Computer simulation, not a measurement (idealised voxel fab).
process module | voxel local oxidation
cross-section cut | 265 nm wide | cells 5 nm
A cross-section is a grid of square cells, given in bands from the top down. A band is one or more rows of cells.
Each band's line starts with the height of the band's top and of its bottom, in nm. Then come its materials from left to right, each with its width in nm. One material with "throughout" fills the band from edge to edge. "air" is empty space.
Height 0 is the level under which the wafer as received is all one material. The lowest band goes on downwards, as in "0 down".
A width such as "30 to 40" changes by the same amount from each row of cells to the next, from the band's top row to its bottom row.
"no change" after a step means that no cell of the cross-section changed.
closed voids: empty space of 8 cells or more with no open way to the top, each as width x height at its distance from the left edge, in nm
after a step's settings: what the simulator itself notes on the step
overlay nm, on a step with a mask: how far to the right of its planned place the mask lay; to the left if negative
plan
1 op RECEIVE | material Si
2 op OXIDIZE | depth nm 5
3 op CONFORMAL_DEP | material SiN | thk nm 10
4 op MASKED_ETCH | tone cover | mask id ACTIVE | width nm 130 | etch materials SiN | depth nm 10 | overlay nm 0
5 op SELECTIVE_ETCH | etch materials SiO2 | depth nm 5
6 op OXIDIZE | depth nm 15
7 op STRIP | etch materials SiN
as received, after step 1
  0 down: Si throughout
  closed voids: none
first wafer at the end, as planned
  0 to -5: air 70 | SiO2 120 | air 75
  -5 to -20: SiO2 85 | Si 90 | SiO2 90
  -20 down: Si throughout
  closed voids: none
second wafer at the end: like start, like plan, one mistake
  0 to -5: air 70 | SiO2 125 | air 70
  -5 to -20: SiO2 85 | Si 95 | SiO2 85
  -20 down: Si throughout
  closed voids: none
what went wrong: step 4 ran as: op MASKED_ETCH | tone cover | mask id ACTIVE | width nm 135 | etch materials SiN | depth nm 10 | overlay nm 0
at the end the second wafer has, in cells: 3 more of Si | 2 fewer of SiO2
